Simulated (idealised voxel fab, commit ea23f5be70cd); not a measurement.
Documented hereafter: the process module known as voxel ribs on slabs.
FYI the section here is cut, 240 nm wide, cells are 5 nm squares.
We lay out every cross-section as a grid of square cells and spell it out in bands from the top down, where one band means one or more rows of cells.
In this notation a band is specified by the heights of its top and bottom, in that order and in nm, after which its materials appear from left to right, each paired with its width in nm. The word "throughout" attached to a single material means that material fills the band from edge to edge; the word "air" stands for empty space.
Where do heights start? At 0: under that level the wafer as delivered is made of one material only. And the lowest band has no floor; it just carries on downward, as in "top 0, no bottom".
Note: "30..40" means the width goes from the first number (top row of the band) to the second number (bottom row) in equal steps per row of cells.
Basically "everything unchanged" means that step didn't change any cell in the cross-section.
The label "Completely sealed voids" introduces a list of the empty spaces, 8 cells or larger, that have no open way up to the top; each entry in it reads width x height at distance, where the distance is taken from the left edge and all three are stated in nm.
Step line, after settings: the simulator's comment on this step.
On any step carrying a mask, the "overlay nm" setting, if present on the step's line, tells how far right of its planned place the mask lay; negative values point to the left.

## Below is the list of planned process steps
- 1: RECEIVE | material Si
- 2: DIRECTIONAL_DEP | material SiO2 | thk nm 30
- 3: DIRECTIONAL_DEP | material SiN | thk nm 20
- 4: MASKED_ETCH | tone cover | mask id RIB | width nm 30 | etch materials SiN | depth nm 10 | overlay nm 0
- 5: PATTERN | tone cover | mask id SLAB | material resist | width nm 60 | thk nm 20 | overlay nm 0
- 6: DIRECTIONAL_ETCH | etch materials SiN | depth nm 10
- 7: STRIP | etch materials resist
- 8: FILL_DEP | material SiO2 | thk nm 20
- 9: CMP | height nm 60
- 10: DIRECTIONAL_DEP | material TiN | thk nm 10
- 11: MASKED_ETCH | tone cover | mask id HEATER | width nm 40 | etch materials TiN | depth nm 10 | overlay nm 0
- 12: CONFORMAL_DEP | material SiO2 | thk nm 5

## Incoming wafer in cross-section (state: after step 1)
* top 0, no bottom = Si throughout
* Completely sealed voids: none

## Post-module cross-section: identical start and plan to those above, one misstep in execution
* top 75, bottom 70 = 95 nm air; 50 nm SiO2; 95 nm air
* top 70, bottom 65 = 95 nm air; 5 nm SiO2; 40 nm TiN; 5 nm SiO2; 95 nm air
* top 65, bottom 60 = 100 nm SiO2; 40 nm TiN; 100 nm SiO2
* top 60, bottom 50 = SiO2 throughout
* top 50, bottom 40 = 90 nm SiO2; 15 nm SiN; 30 nm SiO2; 15 nm SiN; 90 nm SiO2
* top 40, bottom 30 = SiN throughout
* top 30, bottom 0 = SiO2 throughout
* top 0, no bottom = Si throughout
* Completely sealed voids: none
Here's what went sideways: the process deviated at step 4: the operation and settings actually run there were MASKED_ETCH | tone open | mask id RIB | width nm 30 | etch materials SiN | depth nm 10 | overlay nm 0
